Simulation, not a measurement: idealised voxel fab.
process module | voxel transistor to metal
Shown is cross-section cut, with a width of 215 nm and square cells of size 5 nm.
A cross-section is written here as square cells arranged in a grid, and it is given in bands from the top down, each band taking up one or more rows of cells.
Quick guide to a band line: top height, bottom height (nm) up front; then every material left to right with its width in nm. Only one material and it's marked "throughout"? Then it fills the band edge to edge. And "blank" just means empty space.
Counting heights begins at 0, where everything beneath is, in the wafer as received, one material. The lowest band has no bottom; it goes on downwards, as "top 0, no bottom" shows.
Read "30 to 40" as a graded width: first number on top, second number at the bottom, same change between each pair of neighbouring rows.
Take "no modifications" at face value: in the step it is given for, the cross-section changed in none of its cells.
Under "Closed voids list" you'll find the enclosed gaps, the ones with no way out to the top, that are 8 cells or bigger; each reads width x height at distance, with distance counted from the left edge, everything in nm.
Formally, on a step line, whatever follows the settings is a remark that the simulator itself makes on the step.
Steps that use a mask can have "overlay nm" on their line. It says how far the mask sat to the right of where it was meant to be. Negative means to the left.
[These are the steps we planned for the process]
step 1: RECEIVE with material Si
step 2: OXIDIZE with depth nm 5
step 3: CONFORMAL_DEP with material SiN, thk nm 10
step 4: DIRECTIONAL_DEP with material aC, thk nm 15
step 5: PATTERN with tone cover, mask id ACTIVE, material resist, width nm 115, thk nm 30, overlay nm 0
step 6: DIRECTIONAL_ETCH with etch materials aC, depth nm 15
step 7: STRIP with etch materials resist
step 8: DIRECTIONAL_ETCH with etch materials SiN, depth nm 10
step 9: DIRECTIONAL_ETCH with etch materials SiO2, depth nm 5
step 10: DIRECTIONAL_ETCH with etch materials Si, depth nm 25
step 11: STRIP with etch materials aC
step 12: FILL_DEP with material SiO2, thk nm 10
step 13: CMP with height nm 10
step 14: SELECTIVE_ETCH with etch materials SiO2, depth nm 10
step 15: STRIP with etch materials SiN
step 16: SELECTIVE_ETCH with etch materials SiO2, depth nm 5
step 17: OXIDIZE with depth nm 5
step 18: DIRECTIONAL_DEP with material polySi, thk nm 25
step 19: DIRECTIONAL_DEP with material SiCN, thk nm 15
step 20: PATTERN with tone cover, mask id GATE, material resist, width nm 35, thk nm 15, overlay nm 0
step 21: DIRECTIONAL_ETCH with etch materials SiCN, depth nm 25
step 22: DIRECTIONAL_ETCH with etch materials polySi, depth nm 35
step 23: STRIP with etch materials resist
step 24: CONFORMAL_DEP with material SiO2, thk nm 5
step 25: DIRECTIONAL_ETCH with etch materials SiO2, depth nm 5
step 26: CONFORMAL_DEP with material SiN, thk nm 5
step 27: DIRECTIONAL_ETCH with etch materials SiN, depth nm 5
step 28: DIRECTIONAL_ETCH with etch materials SiO2, depth nm 5
step 29: EPI with material pSi, thk nm 5
step 30: FILL_DEP with material SiO2, thk nm 10
step 31: CMP with height nm 20
step 32: STRIP with etch materials polySi
step 33: SELECTIVE_ETCH with etch materials SiO2, depth nm 5
step 34: CONFORMAL_DEP with material HfO2, thk nm 5
step 35: CONFORMAL_DEP with material TiN, thk nm 5
step 36: FILL_DEP with material W, thk nm 10
step 37: CMP with height nm 15
step 38: DIRECTIONAL_DEP with material SiO2, thk nm 15
step 39: MASKED_ETCH with tone open, mask id CONTACT, width nm 15, pitch nm 80, etch materials SiO2, depth nm 35, overlay nm 0
step 40: CONFORMAL_DEP with material TiN, thk nm 5
step 41: FILL_DEP with material W, thk nm 5
step 42: CMP with height nm 30
step 43: CONFORMAL_DEP with material SiCN, thk nm 5
step 44: DIRECTIONAL_DEP with material SiO2, thk nm 20
step 45: PATTERN with tone open, mask id METAL_1, material resist, width nm 15, pitch nm 80, thk nm 15, overlay nm 0
step 46: DIRECTIONAL_ETCH with etch materials SiO2, depth nm 20
step 47: DIRECTIONAL_ETCH with etch materials SiCN, depth nm 5
step 48: STRIP with etch materials resist
step 49: CONFORMAL_DEP with material TiN, thk nm 5
step 50: FILL_DEP with material Cu, thk nm 10
step 51: CMP with height nm 55
step 52: EPI with material Ru, thk nm 5
step 53: FILL_DEP with material SiCN, thk nm 5
[Wafer cross-section on receipt, i.e. after step 1]
* top 0, no bottom | Si throughout
* Closed voids list: none
[Run as planned - first of the two wafers cross-sectioned at the end of the module]
* top 65, bottom 60 | SiCN throughout
* top 60, bottom 55 | SiCN (55); Ru (25); SiCN (55); Ru (25); SiCN (55)
* top 55, bottom 35 | SiO2 (60); TiN (5); Cu (5); TiN (5); SiO2 (65); TiN (5); Cu (5); TiN (5); SiO2 (60)
* top 35, bottom 30 | SiCN (60); TiN (15); SiCN (65); TiN (15); SiCN (60)
* top 30, bottom 15 | SiO2 (60); TiN (5); W (5); TiN (5); SiO2 (65); TiN (5); W (5); TiN (5); SiO2 (60)
* top 15, bottom 0 | SiO2 (60); TiN (5); W (5); TiN (5); SiO2 (5); SiN (5); HfO2 (5); TiN (5); W (25); TiN (5); HfO2 (5); SiN (5); SiO2 (5); TiN (5); W (5); TiN (5); SiO2 (60)
* top 0, bottom -5 | SiO2 (60); TiN (15); SiO2 (5); SiN (5); HfO2 (5); TiN (35); HfO2 (5); SiN (5); SiO2 (5); TiN (15); SiO2 (60)
* top -5, bottom -10 | SiO2 (45); pSi (35); SiO2 (5); HfO2 (45); SiO2 (5); pSi (35); SiO2 (45)
* top -10, bottom -30 | SiO2 (50); Si (115); SiO2 (50)
* top -30, no bottom | Si throughout
* Closed voids list: none
[End of module, second wafer, cross-section. Started like the first, planned like the first, run with one mistake]
* top 65, bottom 60 | SiCN throughout
* top 60, bottom 55 | SiCN (55); Ru (25); SiCN (55); Ru (25); SiCN (55)
* top 55, bottom 35 | SiO2 (60); TiN (5); Cu (5); TiN (5); SiO2 (65); TiN (5); Cu (5); TiN (5); SiO2 (60)
* top 35, bottom 30 | SiCN (60); TiN (15); SiCN (65); TiN (15); SiCN (60)
* top 30, bottom 15 | SiO2 (60); TiN (5); W (5); TiN (5); SiO2 (65); TiN (5); W (5); TiN (5); SiO2 (60)
* top 15, bottom 0 | SiO2 (60); TiN (5); W (5); TiN (5); SiO2 (5); SiN (5); HfO2 (5); TiN (5); W (25); TiN (5); HfO2 (5); SiN (5); SiO2 (5); TiN (5); W (5); TiN (5); SiO2 (60)
* top 0, bottom -5 | SiO2 (60); TiN (15); SiO2 (5); SiN (5); HfO2 (5); TiN (35); HfO2 (5); SiN (5); SiO2 (5); TiN (15); SiO2 (60)
* top -5, bottom -10 | SiO2 (45); pSi (35); SiO2 (5); HfO2 (45); SiO2 (5); pSi (35); SiO2 (45)
* top -10, bottom -55 | SiO2 (50); Si (115); SiO2 (50)
* top -55, no bottom | Si throughout
* Closed voids list: none
The plan and the run diverged here: step 10 of the plan was carried out twice
The final cell counts differ between the wafers, with the second having more or fewer of some materials than the first: Si -100, SiO2 +100
